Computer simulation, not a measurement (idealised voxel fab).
process module | voxel transistor to metal
Shown is cross-section cut, with a width of 170 nm and square cells of size 5 nm.
A cross-section is written here as square cells arranged in a grid, and it is given in bands from the top down, each band taking up one or more rows of cells.
Per band: top height and bottom height in nm, followed by the left-to-right materials and their widths in nm; "edge to edge" marks a single material spanning edge to edge, "empty" marks empty space.
Ref level 0: as-received wafer is one material below here. Bottom band extends down with no lower bound ("0 nm and below").
Graded width ("30->40"): value in top row of band = first number; value in bottom row = second number; row-to-row change constant.
The cross-section has no changed cell in any step marked "no modification".
"Closed void inventory" means: voids of 8 cells or more that are shut off from the top with no open way through. Written width x height at distance, distance from the left edge, in nm.
On a step's line, text after the settings is the simulator commenting on that step.
overlay nm, on a step with a mask: how far to the right of its planned place the mask lay; to the left if negative

-- plan
1,RECEIVE [material Si]
2,OXIDIZE [depth nm 5]
3,CONFORMAL_DEP [material SiN] [thk nm 10]
4,MASKED_ETCH [tone cover] [mask id ACTIVE] [width nm 100] [etch materials SiN] [depth nm 10] [overlay nm 0]
5,MASKED_ETCH [tone cover] [mask id ACTIVE] [width nm 100] [etch materials SiO2] [depth nm 5] [overlay nm 0]
6,MASKED_ETCH [tone cover] [mask id ACTIVE] [width nm 100] [etch materials Si] [depth nm 30] [overlay nm 0]
7,FILL_DEP [material SiO2] [thk nm 10]
8,CMP [height nm 10]
9,SELECTIVE_ETCH [etch materials SiO2] [depth nm 10]
10,STRIP [etch materials SiN]
11,SELECTIVE_ETCH [etch materials SiO2] [depth nm 5]
12,OXIDIZE [depth nm 5]
13,DIRECTIONAL_DEP [material polySi] [thk nm 30]
14,DIRECTIONAL_DEP [material SiCN] [thk nm 10]
15,PATTERN [tone cover] [mask id GATE] [material resist] [width nm 30] [thk nm 15] [overlay nm 0]
16,DIRECTIONAL_ETCH [etch materials SiCN] [depth nm 20]
17,DIRECTIONAL_ETCH [etch materials polySi] [depth nm 40]
18,STRIP [etch materials resist]
19,CONFORMAL_DEP [material SiO2] [thk nm 5]
20,DIRECTIONAL_ETCH [etch materials SiO2] [depth nm 5]
21,CONFORMAL_DEP [material SiN] [thk nm 10]
22,DIRECTIONAL_ETCH [etch materials SiN] [depth nm 10]
23,DIRECTIONAL_ETCH [etch materials SiO2] [depth nm 5]
24,DIRECTIONAL_ETCH [etch materials Si] [depth nm 10]
25,EPI [material nSi] [thk nm 10]
26,FILL_DEP [material SiO2] [thk nm 10]
27,CMP [height nm 25]
28,STRIP [etch materials polySi]
29,SELECTIVE_ETCH [etch materials SiO2] [depth nm 5]
30,CONFORMAL_DEP [material HfO2] [thk nm 5]
31,CONFORMAL_DEP [material TiN] [thk nm 5]
32,FILL_DEP [material W] [thk nm 10]
33,CMP [height nm 20]
34,DIRECTIONAL_DEP [material SiO2] [thk nm 15]
35,PATTERN [tone open] [mask id CONTACT] [material resist] [width nm 15] [pitch nm 75] [thk nm 20] [overlay nm 0]
36,DIRECTIONAL_ETCH [etch materials SiO2] [depth nm 45]
37,STRIP [etch materials resist]
38,CONFORMAL_DEP [material TiN] [thk nm 5]
39,FILL_DEP [material W] [thk nm 5]
40,CMP [height nm 35]
41,CONFORMAL_DEP [material SiN] [thk nm 5]
42,DIRECTIONAL_DEP [material lowk] [thk nm 20]
43,MASKED_ETCH [tone open] [mask id METAL_1] [width nm 15] [pitch nm 75] [etch materials lowk] [depth nm 20] [overlay nm 0]
44,MASKED_ETCH [tone open] [mask id METAL_1] [width nm 15] [pitch nm 75] [etch materials SiN] [depth nm 5] [overlay nm 0]
45,CONFORMAL_DEP [material TiN] [thk nm 5]
46,FILL_DEP [material Ru] [thk nm 10]
47,CMP [height nm 60]
48,EPI [material Ru] [thk nm 5]
49,FILL_DEP [material SiCN] [thk nm 5]
50,DIRECTIONAL_DEP [material lowk] [thk nm 25]
51,MASKED_ETCH [tone open] [mask id METAL_2] [width nm 15] [pitch nm 75] [etch materials lowk] [depth nm 15] [overlay nm 0]
52,MASKED_ETCH [tone open] [mask id METAL_2_HOLES] [width nm 15] [pitch nm 75] [etch materials lowk] [depth nm 10] [overlay nm 0]
53,MASKED_ETCH [tone open] [mask id METAL_2_HOLES] [width nm 15] [pitch nm 75] [etch materials SiCN] [depth nm 5] [overlay nm 0]
54,CONFORMAL_DEP [material TiN] [thk nm 5]
55,FILL_DEP [material Cu] [thk nm 10]
56,CMP [height nm 95]
57,CONFORMAL_DEP [material SiCN] [thk nm 5]

-- Cross-section of the wafer as it came to us, i.e., already through step 1
* 0 nm and below: Si edge to edge
* Closed void inventory: none

-- Looking at the first of two wafers in cross-section at end of module - ran to plan
* 100 nm to 95 nm: SiCN edge to edge
* 95 nm to 70 nm: 40 nm lowk | 5 nm TiN | 5 nm Cu | 5 nm TiN | 60 nm lowk | 5 nm TiN | 5 nm Cu | 5 nm TiN | 40 nm lowk
* 70 nm to 65 nm: 40 nm SiCN | 15 nm TiN | 60 nm SiCN | 15 nm TiN | 40 nm SiCN
* 65 nm to 60 nm: 35 nm SiCN | 25 nm Ru | 50 nm SiCN | 25 nm Ru | 35 nm SiCN
* 60 nm to 40 nm: 40 nm lowk | 5 nm TiN | 5 nm Ru | 5 nm TiN | 60 nm lowk | 5 nm TiN | 5 nm Ru | 5 nm TiN | 40 nm lowk
* 40 nm to 35 nm: 40 nm SiN | 15 nm TiN | 60 nm SiN | 15 nm TiN | 40 nm SiN
* 35 nm to 20 nm: 40 nm SiO2 | 5 nm TiN | 5 nm W | 5 nm TiN | 60 nm SiO2 | 5 nm TiN | 5 nm W | 5 nm TiN | 40 nm SiO2
* 20 nm to 5 nm: 40 nm SiO2 | 5 nm TiN | 5 nm W | 5 nm TiN | 10 nm SiN | 5 nm HfO2 | 5 nm TiN | 20 nm W | 5 nm TiN | 5 nm HfO2 | 10 nm SiN | 5 nm TiN | 5 nm W | 5 nm TiN | 40 nm SiO2
* 5 nm to 0 nm: 40 nm SiO2 | 15 nm TiN | 10 nm SiN | 5 nm HfO2 | 5 nm TiN | 20 nm W | 5 nm TiN | 5 nm HfO2 | 10 nm SiN | 15 nm TiN | 40 nm SiO2
* 0 nm to -5 nm: 40 nm SiO2 | 5 nm TiN | 10 nm nSi | 10 nm SiN | 5 nm HfO2 | 30 nm TiN | 5 nm HfO2 | 10 nm SiN | 10 nm nSi | 5 nm TiN | 40 nm SiO2
* -5 nm to -10 nm: 40 nm SiO2 | 5 nm TiN | 10 nm nSi | 10 nm SiO2 | 40 nm HfO2 | 10 nm SiO2 | 10 nm nSi | 5 nm TiN | 40 nm SiO2
* -10 nm to -20 nm: 35 nm SiO2 | 20 nm nSi | 60 nm Si | 20 nm nSi | 35 nm SiO2
* -20 nm to -35 nm: 35 nm SiO2 | 100 nm Si | 35 nm SiO2
* -35 nm and below: Si edge to edge
* Closed void inventory: none

-- Same start, same plan as the first wafer - but one mistake in the run. Cross-section of the second of the two at the end of the module
* 100 nm to 95 nm: SiCN edge to edge
* 95 nm to 70 nm: 40 nm lowk | 5 nm TiN | 5 nm Cu | 5 nm TiN | 60 nm lowk | 5 nm TiN | 5 nm Cu | 5 nm TiN | 40 nm lowk
* 70 nm to 65 nm: 40 nm SiCN | 15 nm TiN | 60 nm SiCN | 15 nm TiN | 40 nm SiCN
* 65 nm to 60 nm: 35 nm SiCN | 25 nm Ru | 50 nm SiCN | 25 nm Ru | 35 nm SiCN
* 60 nm to 40 nm: 40 nm lowk | 5 nm TiN | 5 nm Ru | 5 nm TiN | 60 nm lowk | 5 nm TiN | 5 nm Ru | 5 nm TiN | 40 nm lowk
* 40 nm to 35 nm: 40 nm SiN | 15 nm TiN | 60 nm SiN | 15 nm TiN | 40 nm SiN
* 35 nm to 25 nm: 40 nm SiO2 | 5 nm TiN | 5 nm W | 5 nm TiN | 60 nm SiO2 | 5 nm TiN | 5 nm W | 5 nm TiN | 40 nm SiO2
* 25 nm to 20 nm: 40 nm SiO2 | 5 nm TiN | 5 nm W | 5 nm TiN | 60 nm SiO2 | 15 nm TiN | 40 nm SiO2
* 20 nm to 5 nm: 40 nm SiO2 | 5 nm TiN | 5 nm W | 5 nm TiN | 5 nm SiO2 | 10 nm SiN | 5 nm HfO2 | 5 nm TiN | 20 nm W | 5 nm TiN | 5 nm HfO2 | 10 nm SiN | 10 nm TiN | 40 nm SiO2
* 5 nm to 0 nm: 40 nm SiO2 | 15 nm TiN | 5 nm SiO2 | 10 nm SiN | 5 nm HfO2 | 5 nm TiN | 20 nm W | 5 nm TiN | 5 nm HfO2 | 10 nm SiN | 10 nm TiN | 40 nm SiO2
* 0 nm to -5 nm: 40 nm SiO2 | 10 nm TiN | 10 nm nSi | 10 nm SiN | 5 nm HfO2 | 30 nm TiN | 5 nm HfO2 | 10 nm SiN | 10 nm nSi | 40 nm SiO2
* -5 nm to -10 nm: 40 nm SiO2 | 10 nm TiN | 10 nm nSi | 10 nm SiO2 | 40 nm HfO2 | 10 nm SiO2 | 10 nm nSi | 40 nm SiO2
* -10 nm to -20 nm: 35 nm SiO2 | 25 nm nSi | 60 nm Si | 15 nm nSi | 35 nm SiO2
* -20 nm to -35 nm: 35 nm SiO2 | 100 nm Si | 35 nm SiO2
* -35 nm and below: Si edge to edge
* Closed void inventory: none
Short version of what went wrong: step 15 went in with a setting other than planned; the actual run was PATTERN [tone cover] [mask id GATE] [material resist] [width nm 30] [thk nm 15] [overlay nm 5]
Final cells, second wafer relative to first, materials higher or lower: SiO2 +4 | W -4
